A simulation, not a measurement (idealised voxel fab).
Module name: voxel self aligned contacts (process module)
The cross-section on display is named cut; it measures 240 nm wide, and its cells are 5 nm squares.
Bands, listed from the top down, are how a cross-section gets written in this document; the cross-section itself is a grid of square cells, and a band is one or more rows of them.
It is stipulated that each band's entry specify, in nanometres, the height of the top of the band and then that of its bottom, followed by the materials of the band in left-to-right sequence, each together with its width in nanometres. A single material marked by the word "full width" is understood to fill the band from edge to edge; the word "blank" is understood to denote empty space.
Measure heights from 0. That's the level where, below it, the as-received wafer is all one material. The lowest band is bottomless and extends downward; write it as in "0 -> down".
A width given as "30 to 40" starts at the first number in the band's top row and ends at the second number in its bottom row, shifting by an equal amount at every step from row to row.
"remained unchanged" after a step means that no cell of the cross-section changed.
The entry titled "Non-vented voids" provides the empty spaces that have no open way to the top, restricted to those of 8 cells or more. Each is presented as width x height at distance, the distance being measured from the left edge, with all three in nm.
Anything after a step's settings on that line? It's the simulator's own note about the step.
The line of a step may include "overlay nm". On a step with a mask, this value is how far to the right of its planned place the mask lay. A negative value means the mask lay to the left.

## This section lists the process steps that were planned
1 RECEIVE (material Si)
2 OXIDIZE (depth nm 5)
3 DIRECTIONAL_DEP (material polySi; thk nm 30)
4 DIRECTIONAL_DEP (material SiN; thk nm 20)
5 DIRECTIONAL_DEP (material aC; thk nm 10)
6 PATTERN (tone cover; mask id GATE; material resist; width nm 25; pitch nm 65; thk nm 30; overlay nm 0)
7 DIRECTIONAL_ETCH (etch materials aC; depth nm 10)
8 STRIP (etch materials resist)
9 DIRECTIONAL_ETCH (etch materials SiN; depth nm 20)
10 DIRECTIONAL_ETCH (etch materials polySi; depth nm 30)
11 STRIP (etch materials aC)
12 CONFORMAL_DEP (material SiN; thk nm 10)
13 DIRECTIONAL_ETCH (etch materials SiN; depth nm 10)
14 FILL_DEP (material SiO2; thk nm 15)
15 CMP (height nm 60)
16 DIRECTIONAL_DEP (material aC; thk nm 10)
17 PATTERN (tone open; mask id CONTACT; material resist; width nm 50; thk nm 25; overlay nm 0)
18 DIRECTIONAL_ETCH (etch materials aC; depth nm 10)
19 STRIP (etch materials resist)
20 DIRECTIONAL_ETCH (etch materials SiO2; depth nm 65)
21 STRIP (etch materials aC)
22 CONFORMAL_DEP (material TiN; thk nm 5)
23 FILL_DEP (material W; thk nm 5)
24 CMP (height nm 60)
25 CONFORMAL_DEP (material SiN; thk nm 5)

## Delivered wafer in cross-section: state after step 1
- 0 -> down  Si full width
- Non-vented voids: none

## Cross-sectional result after module completion. Note: starting condition and plan are unchanged from above; one processing mistake was made
- 65 -> 60  SiN full width
- 60 -> 50  65 of SiO2 / 45 of W / 5 of TiN / 10 of W / 5 of TiN / 45 of W / 65 of SiO2
- 50 -> 30  65 of SiO2 / 10 of W / 25 of SiN / 10 of W / 5 of TiN / 10 of W / 5 of TiN / 10 of W / 25 of SiN / 10 of W / 65 of SiO2
- 30 -> 15  65 of SiO2 / 10 of W / 25 of polySi / 10 of W / 5 of TiN / 10 of W / 5 of TiN / 10 of W / 25 of polySi / 10 of W / 65 of SiO2
- 15 -> 10  65 of SiO2 / 10 of W / 25 of polySi / 10 of W / 20 of TiN / 10 of W / 25 of polySi / 10 of W / 65 of SiO2
- 10 -> 0  75 of W / 25 of polySi / 40 of W / 25 of polySi / 75 of W
- 0 -> -5  SiO2 full width
- -5 -> down  Si full width
- Non-vented voids: none
Where did the run depart from the plan? step 12 went in with a setting other than planned; the actual run was CONFORMAL_DEP (material W; thk nm 10)
